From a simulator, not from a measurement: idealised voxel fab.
The process module that follows is named voxel ribs on slabs.
Displayed cross-section: cut, width of 160 nm, square cells sized 5 nm.
The cross-sections in this document take the form of a grid made of square cells. They are written out as bands, in order from top to bottom. Each band consists of one or more rows of cells.
It is stipulated that each band's entry specify, in nanometres, the height of the top of the band and then that of its bottom, followed by the materials of the band in left-to-right sequence, each together with its width in nanometres. A single material marked by the word "full width" is understood to fill the band from edge to edge; the word "air" is understood to denote empty space.
All heights in this document are referenced to 0, defined as the level beneath which the wafer, as received, consists entirely of one material. The lowest band is not bounded below; it extends indefinitely downward and is written in the form "0 down".
You'd read "30 to 40" like this: the band's top row of cells is as wide as the first number, its bottom row is as wide as the second, and going down, every row changes width by the same amount as the row before did.
"remained unchanged" means the step left every cell of the cross-section as it was.
Enclosed voids (no open way to top), threshold 8 cells or more, entry "Enclosed void listing", notation width x height at distance, distance from left edge, nm.
Note: text after step settings on the step line = simulator remark on that step.
Among the settings permitted on a step's line is "overlay nm"; applied to a step with a mask, it specifies the extent to which the mask lay to the right of its planned position, whereas a negative figure signifies a position to the left.
**Listed below are the process steps as planned**
- 1: RECEIVE (material Si)
- 2: DIRECTIONAL_DEP (material SiO2; thk nm 30)
- 3: DIRECTIONAL_DEP (material SiN; thk nm 25)
- 4: PATTERN (tone cover; mask id RIB; material resist; width nm 15; thk nm 15; overlay nm 0)
- 5: DIRECTIONAL_ETCH (etch materials SiN; depth nm 10)
- 6: STRIP (etch materials resist)
- 7: PATTERN (tone cover; mask id SLAB; material resist; width nm 55; thk nm 20; overlay nm 0)
- 8: DIRECTIONAL_ETCH (etch materials SiN; depth nm 15)
- 9: STRIP (etch materials resist)
- 10: FILL_DEP (material SiO2; thk nm 25)
- 11: CMP (height nm 70)
- 12: DIRECTIONAL_DEP (material TiN; thk nm 10)
- 13: MASKED_ETCH (tone cover; mask id HEATER; width nm 25; etch materials TiN; depth nm 10; overlay nm 0)
- 14: CONFORMAL_DEP (material SiN; thk nm 10)
**Here's what the wafer looked like in cross-section when it arrived - that's after step 1**
    0 down  Si full width
    Enclosed void listing: none
**Look at the cross-section after the module: the wafer started out the way shown above and the plan was the one shown above, yet one mistake was made along the way**
    90 to 80  air: 55, then SiN: 45, then air: 60
    80 to 70  SiN: 65, then TiN: 25, then SiN: 70
    70 to 55  SiO2 full width
    55 to 45  SiO2: 50, then SiN: 20, then SiO2: 15, then SiN: 20, then SiO2: 55
    45 to 40  SiO2: 50, then SiN: 55, then SiO2: 55
    40 to 30  SiN full width
    30 to 0  SiO2 full width
    0 down  Si full width
    Enclosed void listing: none
Where did the run depart from the plan? step 4 did not use the planned setting and instead ran as PATTERN (tone open; mask id RIB; material resist; width nm 15; thk nm 15; overlay nm 0)
